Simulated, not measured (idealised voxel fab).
The process module that follows is named voxel released beams.
The cross-section on display is named cut; it measures 200 nm wide, and its cells are 5 nm squares.
Cross-section spec: square-cell grid; bands listed top down; each band is one or more rows.
Quick guide to a band line: top height, bottom height (nm) up front; then every material left to right with its width in nm. Only one material and it's marked "throughout"? Then it fills the band edge to edge. And "empty" just means empty space.
Basically, 0 is our baseline, since under it the wafer straight out of the box is all one material. The bottom band has no lower end and keeps on going down, so it looks like "from 0 down".
It should be noted that a width expressed as "30..40" varies in equal increments from row to row of cells within the band, taking the value of the first number at the top row and that of the second number at the bottom row.
It should be understood that the words "no alterations made", when stated for a given step, signify that the cross-section underwent no change in any of its cells during that step.
Entry "closed voids" = empty spaces >= 8 cells with no open way to the top; each as width x height at distance, distance from left edge, all nm.
On a step's line, text after the settings is the simulator commenting on that step.
If you see "overlay nm" on a step's line and that step has a mask, it's telling you how far right of where it was planned the mask ended up; a negative number means it went left instead.
## plan
1: RECEIVE, material Si
2: CONFORMAL_DEP, material SiN, thk nm 10
3: DIRECTIONAL_DEP, material SiO2, thk nm 20
4: MASKED_ETCH, tone open, mask id ANCHOR, width nm 30, etch materials SiO2, depth nm 20, overlay nm 0
5: CONFORMAL_DEP, material TiN, thk nm 10
6: DIRECTIONAL_DEP, material aC, thk nm 15
7: PATTERN, tone cover, mask id BEAM, material resist, width nm 100, thk nm 30, overlay nm 0
8: DIRECTIONAL_ETCH, etch materials aC, depth nm 15
9: STRIP, etch materials resist
10: DIRECTIONAL_ETCH, etch materials TiN, depth nm 10
11: STRIP, etch materials aC
12: STRIP, etch materials SiO2
## As-received state of the wafer in cross-section, equivalent to post-step 1
* from 0 down  Si throughout
* closed voids: none
## What the wafer looks like in cross-section after this module, when it starts as shown above and follows the plan above but one mistake is made in running it
* from 40 to 35  45 empty, 15 TiN, 10 empty, 75 TiN, 55 empty
* from 35 to 30  60 TiN, 10 empty, 130 TiN
* from 30 to 20  50 SiO2, 10 TiN, 10 empty, 10 TiN, 120 SiO2
* from 20 to 10  50 SiO2, 30 TiN, 120 SiO2
* from 10 to 0  SiN throughout
* from 0 down  Si throughout
* closed voids: none
What was the processing mistake? step 10 went in with a setting other than planned; the actual run was DIRECTIONAL_ETCH, etch materials TiN, depth nm 5
